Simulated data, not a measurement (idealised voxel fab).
Module name: voxel self aligned vias (process module)
Shown is cross-section cut, with a width of 185 nm and square cells of size 5 nm.
The cross-sections in this document take the form of a grid made of square cells. They are written out as bands, in order from top to bottom. Each band consists of one or more rows of cells. Within each band entry, the heights of the top and of the bottom of the band appear first, in that order and in nm; the materials of the band then follow from left to right, each with its corresponding width in nm. The designation "full width" on a single material indicates that it fills the band from edge to edge; the designation "empty" indicates empty space. Heights from 0 (as-received wafer is one material below). Bottom band endless downward, as "0..down". With a width like "30 to 40", each row of cells in the band differs from the next by the same amount, the top row carrying the first number and the bottom row the second. No cell of the cross-section changed in a step that is given as "remains unaltered". Entry "Enclosed void list" = empty spaces >= 8 cells with no open way to the top; each as width x height at distance, distance from left edge, all nm. Heads up: the bit after the settings on a step's line is the simulator's remark on that step. A step line may carry the setting "overlay nm", which, for steps involving a mask, states the distance by which the mask lay to the right of its intended position; negative values denote displacement to the left.
[Process steps foreseen in the plan]
1) RECEIVE (material Si)
2) CONFORMAL_DEP (material SiO2; thk nm 15)
3) CONFORMAL_DEP (material SiCN; thk nm 5)
4) DIRECTIONAL_DEP (material lowk; thk nm 30)
5) DIRECTIONAL_DEP (material aC; thk nm 10)
6) PATTERN (tone open; mask id LINES; material resist; width nm 25; pitch nm 55; thk nm 30; overlay nm 0)
7) DIRECTIONAL_ETCH (etch materials aC; depth nm 10)
8) STRIP (etch materials resist)
9) DIRECTIONAL_ETCH (etch materials lowk; depth nm 30)
10) STRIP (etch materials aC)
11) CONFORMAL_DEP (material TiN; thk nm 5)
12) FILL_DEP (material Ru; thk nm 5)
13) CMP (height nm 50)
14) SELECTIVE_ETCH (etch materials W Ru TiN; depth nm 5)
15) FILL_DEP (material SiN; thk nm 10)
16) CMP (height nm 50)
17) DIRECTIONAL_DEP (material lowk; thk nm 15)
18) PATTERN (tone open; mask id VIAS; material resist; width nm 35; pitch nm 55; thk nm 15; overlay nm 0)
19) DIRECTIONAL_ETCH (etch materials lowk; depth nm 15)
20) DIRECTIONAL_ETCH (etch materials SiN; depth nm 5)
21) STRIP (etch materials resist)
22) CONFORMAL_DEP (material TiN; thk nm 5)
23) FILL_DEP (material W; thk nm 10)
24) CMP (height nm 65)
25) CONFORMAL_DEP (material SiCN; thk nm 5)
[Cross-section: wafer on arrival = after step 1]
0..down  Si full width
Enclosed void list: none
[Here's the wafer cut in cross-section after the module, started and planned just like above, except one thing was done wrong in the run]
70..65  SiCN full width
65..55  lowk: 20; TiN: 5; W: 25; TiN: 5; lowk: 20; TiN: 5; W: 25; TiN: 5; lowk: 20; TiN: 5; W: 25; TiN: 5; lowk: 20
55..50  lowk: 20; TiN: 35; lowk: 20; TiN: 35; lowk: 20; TiN: 35; lowk: 20
50..45  SiN: 20; TiN: 5; lowk: 25; TiN: 5; SiN: 20; TiN: 5; lowk: 25; TiN: 5; SiN: 20; TiN: 5; lowk: 25; TiN: 5; SiN: 20
45..25  Ru: 20; TiN: 5; lowk: 25; TiN: 5; Ru: 20; TiN: 5; lowk: 25; TiN: 5; Ru: 20; TiN: 5; lowk: 25; TiN: 5; Ru: 20
25..20  TiN: 25; lowk: 25; TiN: 30; lowk: 25; TiN: 30; lowk: 25; TiN: 25
20..15  SiCN full width
15..0  SiO2 full width
0..down  Si full width
Enclosed void list: none
Which mistake was made when the wafer was run? step 6 did not happen as planned, as run it was PATTERN (tone cover; mask id LINES; material resist; width nm 25; pitch nm 55; thk nm 30; overlay nm 0)
